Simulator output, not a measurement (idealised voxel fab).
Module name: voxel plated lines (process module)
This is section cut - it's 295 nm across, gridded in 5 nm square cells.
We lay out every cross-section as a grid of square cells and spell it out in bands from the top down, where one band means one or more rows of cells.
What a band's entry tells you: where the top is and where the bottom is, as heights in nm, and after that what lies inside, material by material from left to right, each with its width in nm. Empty space is written as the word "air", and a single material marked with the word "full width" occupies the band from edge to edge.
Counting heights begins at 0, where everything beneath is, in the wafer as received, one material. The lowest band has no bottom; it goes on downwards, as "0 down" shows.
Width: "30..40" (first number = top row, second number = bottom row, same change from row to row of cells).
"no change" means the step left every cell of the cross-section as it was.
For the entry "Enclosed void listing", the listed items are empty spaces with no open way to the top whose size is 8 cells or more; each item follows the pattern width x height at distance, where distance is from the left edge and all three are in nm.
Note: text after step settings on the step line = simulator remark on that step.
overlay nm: where the mask lay relative to plan, measured to the right, on steps with a mask; negatives go left.
**Process steps foreseen in the plan**
- 1: RECEIVE, material Si
- 2: CONFORMAL_DEP, material Al2O3, thk nm 10
- 3: DIRECTIONAL_DEP, material TiN, thk nm 5
- 4: PATTERN, tone open, mask id LINES, material resist, width nm 30, pitch nm 60, thk nm 20, overlay nm 0
- 5: EPI, material Ru, thk nm 10
- 6: STRIP, etch materials resist
- 7: DIRECTIONAL_ETCH, etch materials TiN, depth nm 5
- 8: CONFORMAL_DEP, material SiN, thk nm 10
**Cross-section of the wafer at receipt, which is the condition after step 1**
> 0 down: Si full width
> Enclosed void listing: none
**This is how the wafer looks in cross-section once the module is done, given the starting state and plan above and one mistake in carrying the plan out**
> 45 to 35: air 60 nm / SiN 50 nm / air 10 nm / SiN 50 nm / air 10 nm / SiN 50 nm / air 65 nm
> 35 to 20: air 60 nm / SiN 10 nm / Ru 30 nm / SiN 10 nm / air 10 nm / SiN 10 nm / Ru 30 nm / SiN 10 nm / air 10 nm / SiN 10 nm / Ru 30 nm / SiN 10 nm / air 65 nm
> 20 to 15: SiN 70 nm / Ru 30 nm / SiN 30 nm / Ru 30 nm / SiN 30 nm / Ru 30 nm / SiN 75 nm
> 15 to 10: SiN 70 nm / TiN 30 nm / SiN 30 nm / TiN 30 nm / SiN 30 nm / TiN 30 nm / SiN 75 nm
> 10 to 0: Al2O3 full width
> 0 down: Si full width
> Enclosed void listing: none
The plan and the run diverged here: twice over, step 5 of the plan was run
